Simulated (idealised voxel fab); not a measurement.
process module | voxel self aligned vias
cross-section cut | 225 nm wide | cells 5 nm
A cross-section is a grid of square cells, given in bands from the top down. A band is one or more rows of cells.
Each band's line starts with the height of the band's top and of its bottom, in nm. Then come its materials from left to right, each with its width in nm. One material with "throughout" fills the band from edge to edge. "air" is empty space.
Height 0 is the level under which the wafer as received is all one material. The lowest band goes on downwards, as in "0 down".
A width such as "30 to 40" changes by the same amount from each row of cells to the next, from the band's top row to its bottom row.
"no change" after a step means that no cell of the cross-section changed.
closed voids: empty space of 8 cells or more with no open way to the top, each as width x height at its distance from the left edge, in nm
after a step's settings: what the simulator itself notes on the step
overlay nm, on a step with a mask: how far to the right of its planned place the mask lay; to the left if negative
plan
1 op RECEIVE | material Si
2 op CONFORMAL_DEP | material SiO2 | thk nm 15
3 op CONFORMAL_DEP | material SiCN | thk nm 5
4 op DIRECTIONAL_DEP | material SiO2 | thk nm 30
5 op DIRECTIONAL_DEP | material aC | thk nm 15
6 op PATTERN | tone open | mask id LINES | material resist | width nm 20 | pitch nm 55 | thk nm 30 | overlay nm 0
7 op DIRECTIONAL_ETCH | etch materials aC | depth nm 15
8 op STRIP | etch materials resist
9 op DIRECTIONAL_ETCH | etch materials SiO2 | depth nm 30
10 op STRIP | etch materials aC
11 op CONFORMAL_DEP | material TiN | thk nm 5
12 op FILL_DEP | material Ru | thk nm 5
13 op CMP | height nm 50
14 op SELECTIVE_ETCH | etch materials W Ru TiN | depth nm 5
15 op FILL_DEP | material SiN | thk nm 10
16 op CMP | height nm 50
17 op DIRECTIONAL_DEP | material SiO2 | thk nm 15
18 op PATTERN | tone open | mask id VIAS | material resist | width nm 40 | pitch nm 55 | thk nm 15 | overlay nm 0
19 op DIRECTIONAL_ETCH | etch materials SiO2 | depth nm 15
20 op DIRECTIONAL_ETCH | etch materials SiN | depth nm 5
21 op STRIP | etch materials resist
22 op CONFORMAL_DEP | material TiN | thk nm 5
23 op FILL_DEP | material Cu | thk nm 5
24 op CMP | height nm 65
25 op CONFORMAL_DEP | material SiN | thk nm 5
as received, after step 1
  0 down: Si throughout
  closed voids: none
first wafer at the end, as planned
  70 to 65: SiN throughout
  65 to 55: SiO2 65 | TiN 5 | Cu 30 | TiN 5 | SiO2 15 | TiN 5 | Cu 30 | TiN 5 | SiO2 65
  55 to 50: SiO2 65 | TiN 15 | Cu 10 | TiN 15 | SiO2 15 | TiN 15 | Cu 10 | TiN 15 | SiO2 65
  50 to 45: SiO2 75 | TiN 20 | SiO2 35 | TiN 20 | SiO2 75
  45 to 25: SiO2 75 | TiN 5 | Ru 10 | TiN 5 | SiO2 35 | TiN 5 | Ru 10 | TiN 5 | SiO2 75
  25 to 20: SiO2 75 | TiN 20 | SiO2 35 | TiN 20 | SiO2 75
  20 to 15: SiCN throughout
  15 to 0: SiO2 throughout
  0 down: Si throughout
  closed voids: none
second wafer at the end: like start, like plan, one mistake
  70 to 65: SiN throughout
  65 to 50: SiO2 65 | TiN 5 | Cu 30 | TiN 5 | SiO2 15 | TiN 5 | Cu 30 | TiN 5 | SiO2 65
  50 to 45: SiO2 65 | TiN 40 | SiO2 15 | TiN 40 | SiO2 65
  45 to 35: SiO2 65 | TiN 15 | Ru 10 | TiN 15 | SiO2 15 | TiN 15 | Ru 10 | TiN 15 | SiO2 65
  35 to 25: SiO2 75 | TiN 5 | Ru 10 | TiN 5 | SiO2 35 | TiN 5 | Ru 10 | TiN 5 | SiO2 75
  25 to 20: SiO2 75 | TiN 20 | SiO2 35 | TiN 20 | SiO2 75
  20 to 15: SiCN throughout
  15 to 0: SiO2 throughout
  0 down: Si throughout
  closed voids: none
what went wrong: step 19 was run twice
at the end the second wafer has, in cells: 8 more of Cu | 24 fewer of SiO2 | 16 more of TiN
